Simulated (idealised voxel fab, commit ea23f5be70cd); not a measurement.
voxel ribs on slabs: a process module
cross-section cut | 185 nm wide | cells 5 nm
Cross-section format: a grid of square cells, given as bands from top to bottom; each band is one or more rows of cells.
Band: top height; bottom height; in nm. Then, left to right: material with width in nm, for each material. "everywhere": a single material spanning edge to edge. "blank": empty space.
Zero point of the height axis is 0; under it, received wafer = one material. Lowest band: continues down indefinitely, "0..down".
Width: "30 to 40" (first number = top row, second number = bottom row, same change from row to row of cells).
No cell of the cross-section changed in a step that is given as "no alterations made".
What "Closed internal voids" gives you is every empty space of 8 cells or more that is cut off from the top. Each appears as width x height at distance, with the distance taken from the left edge and width, height and distance all in nm.
Text after the settings on a step's line: the simulator's own remark on that step.
The line of a step may include "overlay nm". On a step with a mask, this value is how far to the right of its planned place the mask lay. A negative value means the mask lay to the left.
[Steps in the process plan]
| 1 | RECEIVE: material Si |
| 2 | DIRECTIONAL_DEP: material SiO2, thk nm 30 |
| 3 | DIRECTIONAL_DEP: material SiN, thk nm 15 |
| 4 | DIRECTIONAL_DEP: material aC, thk nm 15 |
| 5 | PATTERN: tone cover, mask id RIB, material resist, width nm 30, thk nm 35, overlay nm 0 |
| 6 | DIRECTIONAL_ETCH: etch materials aC, depth nm 15 |
| 7 | STRIP: etch materials resist |
| 8 | DIRECTIONAL_ETCH: etch materials SiN, depth nm 5 |
| 9 | STRIP: etch materials aC |
| 10 | DIRECTIONAL_DEP: material aC, thk nm 10 |
| 11 | PATTERN: tone cover, mask id SLAB, material resist, width nm 80, thk nm 30, overlay nm 0 |
| 12 | DIRECTIONAL_ETCH: etch materials aC, depth nm 10 |
| 13 | STRIP: etch materials resist |
| 14 | DIRECTIONAL_ETCH: etch materials SiN, depth nm 10 |
| 15 | STRIP: etch materials aC |
| 16 | FILL_DEP: material SiO2, thk nm 15 |
| 17 | CMP: height nm 55 |
| 18 | DIRECTIONAL_DEP: material W, thk nm 10 |
| 19 | MASKED_ETCH: tone cover, mask id HEATER, width nm 40, etch materials W, depth nm 10, overlay nm 0 |
| 20 | CONFORMAL_DEP: material SiN, thk nm 10 |
[As-received state of the wafer in cross-section, equivalent to post-step 1]
> 0..down | Si everywhere
> Closed internal voids: none
[Result of the module, cross-sectioned: start per above, plan per above, one error in how it was run]
> 75..65 | blank 60 / SiN 60 / blank 65
> 65..55 | SiN 70 / W 40 / SiN 75
> 55..40 | SiO2 everywhere
> 40..35 | SiN 50 / SiO2 80 / SiN 55
> 35..30 | SiN 50 / SiO2 25 / SiN 30 / SiO2 25 / SiN 55
> 30..0 | SiO2 everywhere
> 0..down | Si everywhere
> Closed internal voids: none
What was the processing mistake? step 11 went in with a setting other than planned; the actual run was PATTERN: tone open, mask id SLAB, material resist, width nm 80, thk nm 30, overlay nm 0
